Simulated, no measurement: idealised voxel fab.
Proc. module: voxel double patterning
Xsec cut, 290 nm wide, square cell size 5 nm.
The cross-sections in this document take the form of a grid made of square cells. They are written out as bands, in order from top to bottom. Each band consists of one or more rows of cells. It is stipulated that each band's entry specify, in nanometres, the height of the top of the band and then that of its bottom, followed by the materials of the band in left-to-right sequence, each together with its width in nanometres. A single material marked by the word "everywhere" is understood to fill the band from edge to edge; the word "blank" is understood to denote empty space. Heads up on the height convention: 0 is the point under which the incoming wafer is all one material, and the lowest band has no bottom, it just keeps going down, like "0 and below". Per-row width for "30 to 40": begins at first number (top row of band), ends at second number (bottom row), increment between rows held constant. Where the words "nothing different" appear for a step, the cross-section shows no cell changed by that step; every cell remained as before. Entry "Tabulated closed voids". Content: empty spaces with no open connection to the top, size 8 cells or greater. Each: width x height at distance. Distance: from left edge. Unit: nm. Heads up: the bit after the settings on a step's line is the simulator's remark on that step. If you see "overlay nm" on a step's line and that step has a mask, it's telling you how far right of where it was planned the mask ended up; a negative number means it went left instead.

### The process steps that were planned are listed below
step 1: RECEIVE, material Si
step 2: CONFORMAL_DEP, material SiO2, thk nm 5
step 3: DIRECTIONAL_DEP, material TiN, thk nm 10
step 4: DIRECTIONAL_DEP, material SiCN, thk nm 5
step 5: MASKED_ETCH, tone open, mask id FIRST, width nm 15, pitch nm 50, etch materials SiCN, depth nm 5, overlay nm 0
step 6: MASKED_ETCH, tone open, mask id SECOND, width nm 15, pitch nm 50, etch materials SiCN, depth nm 5, overlay nm 0
step 7: DIRECTIONAL_ETCH, etch materials TiN, depth nm 10
step 8: STRIP, etch materials SiCN

### Cross-section of the wafer at receipt, which is the condition after step 1
> 0 and below | Si everywhere
> Tabulated closed voids: none

### The plan above was carried out on the starting structure above with one mistake, and this cross-section shows the wafer at the end of the module
> 10 down to 0 | 85 of TiN, 15 of blank, 10 of TiN, 15 of blank, 10 of TiN, 15 of blank, 10 of TiN, 15 of blank, 10 of TiN, 15 of blank, 90 of TiN
> 0 and below | Si everywhere
> Tabulated closed voids: none
Plan not followed: step 2 of the plan did not run at all; it was left out
